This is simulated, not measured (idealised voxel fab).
Process module heading - voxel lift off
This is section cut - it's 235 nm across, gridded in 5 nm square cells.
A cross-section in this document is a grid of square cells, and it is written down as bands, the top band listed before the ones below it; a band is made up of one or more rows of cells.
It is stipulated that each band's entry specify, in nanometres, the height of the top of the band and then that of its bottom, followed by the materials of the band in left-to-right sequence, each together with its width in nanometres. A single material marked by the word "throughout" is understood to fill the band from edge to edge; the word "blank" is understood to denote empty space.
Height reference: 0 = level under which incoming wafer is all one material. Lowest band: no bottom, runs on downward, e.g. "top 0, no bottom".
Quick explanation for "30 to 40": the width changes in equal steps down the rows of cells, from the first number in the band's top row to the second number in its bottom row.
No cell of the cross-section changed in a step that is given as "nothing altered".
Listed in "Sealed void inventory": every empty space of 8 or more cells without an open way to the top. Form: width x height at distance, the distance being from the left edge, all in nm.
Whatever follows a step's settings on its line is a remark the simulator itself makes about that step.
When a step includes a mask, the "overlay nm" setting on its line states how far to the right of its planned place that mask lay, and negative values state how far to the left.

## The following list gives the planned process steps
1. RECEIVE [material Si]
2. CONFORMAL_DEP [material SiN] [thk nm 10]
3. PATTERN [tone open] [mask id LINES] [material resist] [width nm 25] [pitch nm 40] [thk nm 30] [overlay nm 0]
4. DIRECTIONAL_DEP [material Ru] [thk nm 15]
5. STRIP [etch materials resist]
6. CONFORMAL_DEP [material SiCN] [thk nm 10]

## This is the cross-section of the wafer as we received it, i.e. after step 1
top 0, no bottom: Si throughout
Sealed void inventory: none

## Figure: cross-sectional view of the wafer upon completion of the module, processed from the initial state and according to the plan depicted above, with one error introduced during execution
top 35, bottom 25: blank (75) / SiCN (85) / blank (75)
top 25, bottom 20: blank (75) / SiCN (10) / SiN (25) / SiCN (15) / SiN (25) / SiCN (10) / blank (75)
top 20, bottom 10: SiCN (85) / SiN (25) / SiCN (15) / SiN (25) / SiCN (85)
top 10, bottom 0: SiN throughout
top 0, no bottom: Si throughout
Sealed void inventory: none
Run error: rather than as planned, step 4 actually ran as DIRECTIONAL_DEP [material SiN] [thk nm 15]
